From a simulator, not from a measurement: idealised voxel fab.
Proc. module: voxel quadruple lines
The cross-section shown here is cut; it is 255 nm wide and divided into square cells measuring 5 nm on a side.
Each cross-section below is a grid of square cells, stated as bands in top-down order, with one or more rows of cells making up each band. Band: top and bottom heights (nm) first, top before bottom; then materials from left to right, widths in nm. "everywhere" marks a sole material filling the band edge to edge. "blank" denotes empty space. Beneath 0, the wafer as received is one material, and that level is where height counting begins. The lowest band goes on downward without a bottom; it is written like "0 down". Note: "30->40" means the width goes from the first number (top row of the band) to the second number (bottom row) in equal steps per row of cells. Step note "no change occurred" = no cross-section cell changed. Empty spaces counting at least 8 cells and having no open way to the top are listed in "Closed cavity list". The notation width x height at distance is used for each, the distance being from the left edge and all three values in nm. Formally, on a step line, whatever follows the settings is a remark that the simulator itself makes on the step. A step's line can hold "overlay nm"; with a mask on that step, the setting says how far right of the planned place the mask lay, while a negative setting says it lay to the left.

**The steps planned for the process are as follows**
1 RECEIVE | material Si
2 CONFORMAL_DEP | material Al2O3 | thk nm 5
3 DIRECTIONAL_DEP | material W | thk nm 15
4 DIRECTIONAL_DEP | material polySi | thk nm 20
5 DIRECTIONAL_DEP | material aC | thk nm 20
6 PATTERN | tone cover | mask id MANDREL | material resist | width nm 20 | pitch nm 60 | thk nm 25 | overlay nm 0
7 DIRECTIONAL_ETCH | etch materials aC | depth nm 20
8 STRIP | etch materials resist
9 CONFORMAL_DEP | material SiO2 | thk nm 10
10 DIRECTIONAL_ETCH | etch materials SiO2 | depth nm 10
11 STRIP | etch materials aC
12 DIRECTIONAL_ETCH | etch materials polySi | depth nm 20
13 STRIP | etch materials SiO2
14 CONFORMAL_DEP | material SiN | thk nm 5
15 DIRECTIONAL_ETCH | etch materials SiN | depth nm 5
16 STRIP | etch materials polySi
17 DIRECTIONAL_ETCH | etch materials W | depth nm 15
18 STRIP | etch materials SiN
19 FILL_DEP | material lowk | thk nm 5
20 CMP | height nm 20

**Here's what the wafer looked like in cross-section when it arrived - that's after step 1**
- 0 down | Si everywhere
- Closed cavity list: none

**Sectioned view, first of two wafers, at the close of the module, processed as intended in the plan**
- 20 to 5 | 70 nm lowk; 5 nm W; 10 nm lowk; 5 nm W; 10 nm lowk; 5 nm W; 10 nm lowk; 5 nm W; 10 nm lowk; 5 nm W; 10 nm lowk; 5 nm W; 10 nm lowk; 5 nm W; 10 nm lowk; 5 nm W; 75 nm lowk
- 5 to 0 | Al2O3 everywhere
- 0 down | Si everywhere
- Closed cavity list: none

**second wafer at the end: like start, like plan, one mistake**
- 20 to 5 | 80 nm lowk; 5 nm W; 10 nm lowk; 5 nm W; 10 nm lowk; 5 nm W; 10 nm lowk; 5 nm W; 10 nm lowk; 5 nm W; 10 nm lowk; 5 nm W; 10 nm lowk; 5 nm W; 10 nm lowk; 5 nm W; 65 nm lowk
- 5 to 0 | Al2O3 everywhere
- 0 down | Si everywhere
- Closed cavity list: none
Deviation from plan: step 6 ran with different settings than intended, the actual operation and settings being PATTERN | tone cover | mask id MANDREL | material resist | width nm 20 | pitch nm 60 | thk nm 25 | overlay nm 10
Upon completion, the cell count for each material on the second wafer equals that on the first, whereas the spatial distribution of those cells differs.
